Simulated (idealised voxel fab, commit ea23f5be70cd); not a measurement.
The following process module bears the name voxel self aligned contacts.
Cross-section cut spans 215 nm and uses square cells 5 nm in size.
Cross-section format: a grid of square cells, given as bands from top to bottom; each band is one or more rows of cells.
Per band: top height and bottom height in nm, followed by the left-to-right materials and their widths in nm; "throughout" marks a single material spanning edge to edge, "empty" marks empty space.
Where do heights start? At 0: under that level the wafer as delivered is made of one material only. And the lowest band has no floor; it just carries on downward, as in "0..down".
The two numbers in a width such as "30 to 40" mark its ends across the band: the first belongs to the top row of cells, the second to the bottom row, and from each row to the next the width moves by the same amount.
"all unchanged" after a step means that no cell of the cross-section changed.
Closed empty spaces (no open way to the top) of 8 cells or more are what "Cavities, sealed" lists, each as width x height at distance from the left edge, nm for all three.
That trailing text on a step's line, after the settings, is the simulator's own remark on the step.
overlay nm: mask offset rightward from planned place, masked step; negative means leftward offset.

## This section lists the process steps that were planned
step 1: op RECEIVE | material Si
step 2: op OXIDIZE | depth nm 5
step 3: op DIRECTIONAL_DEP | material polySi | thk nm 20
step 4: op DIRECTIONAL_DEP | material SiN | thk nm 20
step 5: op PATTERN | tone cover | mask id GATE | material resist | width nm 25 | pitch nm 60 | thk nm 20 | overlay nm 0
step 6: op DIRECTIONAL_ETCH | etch materials SiN | depth nm 20
step 7: op DIRECTIONAL_ETCH | etch materials polySi | depth nm 20
step 8: op STRIP | etch materials resist
step 9: op CONFORMAL_DEP | material SiN | thk nm 10
step 10: op DIRECTIONAL_ETCH | etch materials SiN | depth nm 10
step 11: op FILL_DEP | material SiO2 | thk nm 15
step 12: op CMP | height nm 45
step 13: op DIRECTIONAL_DEP | material aC | thk nm 15
step 14: op PATTERN | tone open | mask id CONTACT | material resist | width nm 45 | pitch nm 60 | thk nm 35 | overlay nm 0
step 15: op DIRECTIONAL_ETCH | etch materials aC | depth nm 15
step 16: op STRIP | etch materials resist
step 17: op DIRECTIONAL_ETCH | etch materials SiO2 | depth nm 50
step 18: op STRIP | etch materials aC
step 19: op CONFORMAL_DEP | material TiN | thk nm 5
step 20: op FILL_DEP | material W | thk nm 5
step 21: op CMP | height nm 45
step 22: op CONFORMAL_DEP | material SiN | thk nm 5

## As received (post step 1): cross-section
* 0..down  Si throughout
* Cavities, sealed: none

## End-of-module XS, first of two wafers, run as planned
* 50..45  SiN throughout
* 45..40  SiO2 55  TiN 20  W 5  TiN 20  SiO2 15  TiN 20  W 5  TiN 20  SiO2 55
* 40..20  SiO2 25  SiN 45  TiN 5  W 5  TiN 5  SiN 45  TiN 5  W 5  TiN 5  SiN 45  SiO2 25
* 20..0  SiO2 25  SiN 10  polySi 25  SiN 10  TiN 5  W 5  TiN 5  SiN 10  polySi 25  SiN 10  TiN 5  W 5  TiN 5  SiN 10  polySi 25  SiN 10  SiO2 25
* 0..-5  SiO2 70  TiN 15  SiO2 45  TiN 15  SiO2 70
* -5..down  Si throughout
* Cavities, sealed: none

## Second wafer through the module, sectioned at the end: same beginning and same plan as the first wafer, with one mistake in carrying it out
* 50..45  SiN throughout
* 45..40  SiO2 55  TiN 20  W 5  TiN 20  SiO2 15  TiN 20  W 5  TiN 20  SiO2 55
* 40..20  SiO2 25  SiN 45  TiN 5  W 5  TiN 5  SiN 45  TiN 5  W 5  TiN 5  SiN 45  SiO2 25
* 20..5  SiO2 25  SiN 10  polySi 25  SiN 10  TiN 5  W 5  TiN 5  SiN 10  polySi 25  SiN 10  TiN 5  W 5  TiN 5  SiN 10  polySi 25  SiN 10  SiO2 25
* 5..0  SiO2 25  SiN 10  polySi 25  SiN 10  TiN 15  SiN 10  polySi 25  SiN 10  TiN 15  SiN 10  polySi 25  SiN 10  SiO2 25
* 0..down  Si throughout
* Cavities, sealed: none
What was done differently from what was planned? step 2 of the plan: omitted, not performed
End of process, cell counts, second wafer against first, materials with more or fewer: 43 more of Si, 37 fewer of SiO2, 4 fewer of TiN, 2 fewer of W
